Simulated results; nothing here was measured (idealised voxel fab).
process module | voxel wiring stack
cross-section cut | 210 nm wide | cells 5 nm
A cross-section is a grid of square cells, given in bands from the top down. A band is one or more rows of cells.
Each band's line starts with the height of the band's top and of its bottom, in nm. Then come its materials from left to right, each with its width in nm. One material with "throughout" fills the band from edge to edge. "air" is empty space.
Height 0 is the level under which the wafer as received is all one material. The lowest band goes on downwards, as in "0 down".
A width such as "30 to 40" changes by the same amount from each row of cells to the next, from the band's top row to its bottom row.
"no change" after a step means that no cell of the cross-section changed.
closed voids: empty space of 8 cells or more with no open way to the top, each as width x height at its distance from the left edge, in nm
after a step's settings: what the simulator itself notes on the step
overlay nm, on a step with a mask: how far to the right of its planned place the mask lay; to the left if negative
plan
1 op RECEIVE | material Si
2 op CONFORMAL_DEP | material SiO2 | thk nm 15
3 op CONFORMAL_DEP | material SiCN | thk nm 5
4 op DIRECTIONAL_DEP | material SiO2 | thk nm 25
5 op PATTERN | tone open | mask id METAL_1 | material resist | width nm 20 | pitch nm 35 | thk nm 20 | overlay nm 0
6 op DIRECTIONAL_ETCH | etch materials SiO2 | depth nm 25
7 op DIRECTIONAL_ETCH | etch materials SiCN | depth nm 5
8 op STRIP | etch materials resist
9 op CONFORMAL_DEP | material TiN | thk nm 5
10 op FILL_DEP | material Cu | thk nm 5
11 op CMP | height nm 45
12 op CONFORMAL_DEP | material SiCN | thk nm 5
13 op DIRECTIONAL_DEP | material SiO2 | thk nm 30
14 op DIRECTIONAL_DEP | material aC | thk nm 10
15 op PATTERN | tone open | mask id METAL_2_HOLES | material resist | width nm 15 | pitch nm 35 | thk nm 25 | overlay nm 0
16 op DIRECTIONAL_ETCH | etch materials aC | depth nm 10
17 op STRIP | etch materials resist
18 op DIRECTIONAL_ETCH | etch materials SiO2 | depth nm 30
19 op STRIP | etch materials aC
20 op DIRECTIONAL_DEP | material aC | thk nm 15
21 op PATTERN | tone open | mask id METAL_2 | material resist | width nm 20 | pitch nm 35 | thk nm 30 | overlay nm 0
22 op DIRECTIONAL_ETCH | etch materials aC | depth nm 15
23 op STRIP | etch materials resist
24 op DIRECTIONAL_ETCH | etch materials SiO2 | depth nm 20
25 op DIRECTIONAL_ETCH | etch materials SiCN | depth nm 5
26 op STRIP | etch materials aC
27 op CONFORMAL_DEP | material TiN | thk nm 5
28 op FILL_DEP | material Cu | thk nm 10
29 op CMP | height nm 80
30 op CONFORMAL_DEP | material SiCN | thk nm 5
31 op DIRECTIONAL_DEP | material SiO2 | thk nm 30
32 op MASKED_ETCH | tone open | mask id METAL_3_HOLES | width nm 15 | pitch nm 70 | etch materials SiO2 | depth nm 30 | overlay nm 0
33 op DIRECTIONAL_DEP | material aC | thk nm 15
34 op PATTERN | tone open | mask id METAL_3 | material resist | width nm 20 | pitch nm 35 | thk nm 35 | overlay nm 0
35 op DIRECTIONAL_ETCH | etch materials aC | depth nm 15
36 op STRIP | etch materials resist
37 op DIRECTIONAL_ETCH | etch materials SiO2 | depth nm 20
38 op DIRECTIONAL_ETCH | etch materials SiCN | depth nm 5
39 op STRIP | etch materials aC
40 op CONFORMAL_DEP | material TiN | thk nm 5
41 op FILL_DEP | material Cu | thk nm 5
42 op CMP | height nm 115
43 op CONFORMAL_DEP | material SiCN | thk nm 5
as received, after step 1
  0 down: Si throughout
  closed voids: none
a wafer at the end: this start, this plan, one mistake
  120 to 115: SiCN throughout
  115 to 100: SiO2 40 | TiN 5 | Cu 15 | TiN 5 | SiO2 15 | TiN 5 | Cu 10 | TiN 5 | SiO2 10 | TiN 5 | Cu 15 | TiN 5 | SiO2 15 | TiN 5 | Cu 10 | TiN 5 | SiO2 40
  100 to 95: SiO2 40 | TiN 5 | Cu 5 | TiN 15 | SiO2 15 | TiN 20 | SiO2 10 | TiN 5 | Cu 5 | TiN 15 | SiO2 15 | TiN 20 | SiO2 40
  95 to 90: SiO2 40 | TiN 5 | Cu 5 | TiN 5 | SiO2 55 | TiN 5 | Cu 5 | TiN 5 | SiO2 85
  90 to 85: SiO2 40 | TiN 15 | SiO2 55 | TiN 15 | SiO2 85
  85 to 80: SiCN 45 | TiN 10 | SiCN 60 | TiN 10 | SiCN 85
  80 to 65: SiO2 40 | TiN 5 | Cu 10 | TiN 5 | SiO2 15 | TiN 5 | Cu 10 | TiN 5 | SiO2 15 | TiN 5 | Cu 10 | TiN 5 | SiO2 15 | TiN 5 | Cu 10 | TiN 5 | SiO2 45
  65 to 60: SiO2 40 | TiN 5 | Cu 5 | TiN 10 | SiO2 15 | TiN 5 | Cu 5 | TiN 10 | SiO2 15 | TiN 5 | Cu 5 | TiN 10 | SiO2 15 | TiN 5 | Cu 5 | TiN 10 | SiO2 45
  60 to 50: SiO2 40 | TiN 5 | Cu 5 | TiN 5 | SiO2 20 | TiN 5 | Cu 5 | TiN 5 | SiO2 20 | TiN 5 | Cu 5 | TiN 5 | SiO2 20 | TiN 5 | Cu 5 | TiN 5 | SiO2 50
  50 to 45: SiCN 40 | TiN 15 | SiCN 20 | TiN 15 | SiCN 20 | TiN 15 | SiCN 20 | TiN 15 | SiCN 50
  45 to 20: SiO2 40 | TiN 5 | Cu 10 | TiN 5 | SiO2 15 | TiN 5 | Cu 10 | TiN 5 | SiO2 15 | TiN 5 | Cu 10 | TiN 5 | SiO2 15 | TiN 5 | Cu 10 | TiN 5 | SiO2 45
  20 to 15: SiCN 40 | TiN 20 | SiCN 15 | TiN 20 | SiCN 15 | TiN 20 | SiCN 15 | TiN 20 | SiCN 45
  15 to 0: SiO2 throughout
  0 down: Si throughout
  closed voids: none
what went wrong: step 34 ran as: op PATTERN | tone open | mask id METAL_3 | material resist | width nm 20 | pitch nm 35 | thk nm 35 | overlay nm 5
